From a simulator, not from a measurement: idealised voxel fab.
This is a process module. Its name is voxel transistor to metal.
The figure presents cross-section cut, which has a width of 150 nm and is divided into square cells with an edge length of 5 nm.
How to read a cross-section here: the picture is a grid of square cells, written as bands going from the top down, and any band can span one or more rows of cells. First you get the band's top height and its bottom height, in nm, and then the materials it's made of, left to right, with each width in nm. If you see a single material with "full width", that one covers the band edge to edge. "air" is empty space. The level at which height equals 0 is the one under which the wafer, as it arrives, is entirely one material. No lower edge exists for the bottom band, which continues downward and is notated as in "from 0 down". You'd read "30 to 40" like this: the band's top row of cells is as wide as the first number, its bottom row is as wide as the second, and going down, every row changes width by the same amount as the row before did. Take "no modifications" at face value: in the step it is given for, the cross-section changed in none of its cells. Entry "Closed void roster". Content: empty spaces with no open connection to the top, size 8 cells or greater. Each: width x height at distance. Distance: from left edge. Unit: nm. The remark found on a step's line after its settings is issued by the simulator itself and pertains to that step. The setting "overlay nm" may be written on the line of a step. When the step uses a mask, the value reports how far to the right of the planned place the mask lay, and a negative value reports that it lay to the left.
The steps planned for the process are as follows:
1) RECEIVE | material Si
2) CONFORMAL_DEP | material SiO2 | thk nm 5
3) CONFORMAL_DEP | material SiN | thk nm 10
4) PATTERN | tone cover | mask id ACTIVE | material resist | width nm 95 | thk nm 15 | overlay nm 0
5) DIRECTIONAL_ETCH | etch materials SiN | depth nm 10
6) DIRECTIONAL_ETCH | etch materials SiO2 | depth nm 5
7) DIRECTIONAL_ETCH | etch materials Si | depth nm 25
8) STRIP | etch materials resist
9) OXIDIZE | depth nm 5
10) FILL_DEP | material SiO2 | thk nm 10
11) CMP | height nm 15
12) SELECTIVE_ETCH | etch materials SiO2 | depth nm 5
13) STRIP | etch materials SiN
14) SELECTIVE_ETCH | etch materials SiO2 | depth nm 5
15) OXIDIZE | depth nm 5
16) DIRECTIONAL_DEP | material polySi | thk nm 30
17) DIRECTIONAL_DEP | material SiCN | thk nm 10
18) MASKED_ETCH | tone cover | mask id GATE | width nm 15 | etch materials SiCN | depth nm 20 | overlay nm 0
19) MASKED_ETCH | tone cover | mask id GATE | width nm 15 | etch materials polySi | depth nm 40 | overlay nm 0
20) CONFORMAL_DEP | material SiN | thk nm 10
21) DIRECTIONAL_ETCH | etch materials SiN | depth nm 10
22) DIRECTIONAL_ETCH | etch materials SiO2 | depth nm 5
23) DIRECTIONAL_ETCH | etch materials Si | depth nm 10
24) EPI | material pSi | thk nm 10
25) FILL_DEP | material SiO2 | thk nm 5
26) CMP | height nm 40
27) DIRECTIONAL_DEP | material SiO2 | thk nm 15
28) MASKED_ETCH | tone open | mask id CONTACT | width nm 20 | pitch nm 65 | etch materials SiO2 | depth nm 60 | overlay nm 0
29) CONFORMAL_DEP | material TiN | thk nm 5
30) FILL_DEP | material Ru | thk nm 5
31) CMP | height nm 55
32) CONFORMAL_DEP | material SiCN | thk nm 5
33) DIRECTIONAL_DEP | material SiO2 | thk nm 20
34) PATTERN | tone open | mask id METAL_1 | material resist | width nm 20 | pitch nm 65 | thk nm 15 | overlay nm 0
35) DIRECTIONAL_ETCH | etch materials SiO2 | depth nm 20
36) DIRECTIONAL_ETCH | etch materials SiCN | depth nm 5
37) STRIP | etch materials resist
38) CONFORMAL_DEP | material TiN | thk nm 5
39) FILL_DEP | material Cu | thk nm 5
40) CMP | height nm 80
41) CONFORMAL_DEP | material SiN | thk nm 5
Cross-section, incoming material, after step 1:
from 0 down = Si full width
Closed void roster: none
Looking at the first of two wafers in cross-section at end of module - ran to plan:
from 85 to 80 = SiN full width
from 80 to 60 = SiO2 30 nm | TiN 5 nm | Cu 10 nm | TiN 5 nm | SiO2 45 nm | TiN 5 nm | Cu 10 nm | TiN 5 nm | SiO2 35 nm
from 60 to 55 = SiCN 30 nm | TiN 20 nm | SiCN 45 nm | TiN 20 nm | SiCN 35 nm
from 55 to 40 = SiO2 30 nm | TiN 5 nm | Ru 10 nm | TiN 5 nm | SiO2 45 nm | TiN 5 nm | Ru 10 nm | TiN 5 nm | SiO2 35 nm
from 40 to 30 = SiO2 30 nm | TiN 5 nm | Ru 10 nm | TiN 5 nm | SiO2 5 nm | SiN 10 nm | SiCN 15 nm | SiN 10 nm | SiO2 5 nm | TiN 5 nm | Ru 10 nm | TiN 5 nm | SiO2 35 nm
from 30 to 10 = SiO2 30 nm | TiN 5 nm | Ru 10 nm | TiN 5 nm | SiO2 5 nm | SiN 10 nm | polySi 15 nm | SiN 10 nm | SiO2 5 nm | TiN 5 nm | Ru 10 nm | TiN 5 nm | SiO2 35 nm
from 10 to 5 = SiO2 30 nm | TiN 5 nm | Ru 5 nm | TiN 10 nm | SiO2 5 nm | SiN 10 nm | polySi 15 nm | SiN 10 nm | SiO2 5 nm | TiN 10 nm | Ru 5 nm | TiN 5 nm | SiO2 35 nm
from 5 to 0 = SiO2 20 nm | SiN 10 nm | TiN 5 nm | Ru 5 nm | TiN 5 nm | pSi 10 nm | SiN 10 nm | polySi 15 nm | SiN 10 nm | pSi 10 nm | TiN 5 nm | Ru 5 nm | TiN 5 nm | SiN 10 nm | SiO2 25 nm
from 0 to -5 = SiO2 30 nm | TiN 15 nm | pSi 10 nm | SiO2 35 nm | pSi 10 nm | TiN 15 nm | SiO2 35 nm
from -5 to -15 = SiO2 30 nm | pSi 25 nm | Si 35 nm | pSi 25 nm | SiO2 35 nm
from -15 to -30 = SiO2 30 nm | Si 85 nm | SiO2 35 nm
from -30 down = Si full width
Closed void roster: none
Cross-section of the latter of the two wafers at module completion. It had an identical start and an identical plan to the former; in running it, one mistake was made:
from 85 to 80 = SiN full width
from 80 to 60 = SiO2 30 nm | TiN 5 nm | Cu 10 nm | TiN 5 nm | SiO2 45 nm | TiN 5 nm | Cu 10 nm | TiN 5 nm | SiO2 35 nm
from 60 to 55 = SiCN 30 nm | TiN 20 nm | SiCN 45 nm | TiN 20 nm | SiCN 35 nm
from 55 to 40 = SiO2 25 nm | TiN 5 nm | Ru 20 nm | TiN 5 nm | SiO2 35 nm | TiN 5 nm | Ru 20 nm | TiN 5 nm | SiO2 30 nm
from 40 to 30 = SiO2 25 nm | TiN 5 nm | Ru 20 nm | TiN 5 nm | SiN 10 nm | SiCN 15 nm | SiN 10 nm | TiN 5 nm | Ru 20 nm | TiN 5 nm | SiO2 30 nm
from 30 to 10 = SiO2 25 nm | TiN 5 nm | Ru 20 nm | TiN 5 nm | SiN 10 nm | polySi 15 nm | SiN 10 nm | TiN 5 nm | Ru 20 nm | TiN 5 nm | SiO2 30 nm
from 10 to 5 = SiO2 25 nm | TiN 10 nm | Ru 5 nm | TiN 15 nm | SiN 10 nm | polySi 15 nm | SiN 10 nm | TiN 15 nm | Ru 5 nm | TiN 10 nm | SiO2 30 nm
from 5 to 0 = SiO2 20 nm | SiN 10 nm | TiN 5 nm | Ru 5 nm | TiN 5 nm | pSi 10 nm | SiN 10 nm | polySi 15 nm | SiN 10 nm | pSi 10 nm | TiN 5 nm | Ru 5 nm | TiN 5 nm | SiN 10 nm | SiO2 25 nm
from 0 to -5 = SiO2 30 nm | TiN 15 nm | pSi 10 nm | SiO2 35 nm | pSi 10 nm | TiN 15 nm | SiO2 35 nm
from -5 to -15 = SiO2 30 nm | pSi 25 nm | Si 35 nm | pSi 25 nm | SiO2 35 nm
from -15 to -30 = SiO2 30 nm | Si 85 nm | SiO2 35 nm
from -30 down = Si full width
Closed void roster: none
Want to know what went wrong? rather than as planned, step 28 actually ran as MASKED_ETCH | tone open | mask id CONTACT | width nm 30 | pitch nm 65 | etch materials SiO2 | depth nm 60 | overlay nm 0
at the end the second wafer has, in cells: 36 more of Ru, 40 fewer of SiO2, 4 more of TiN
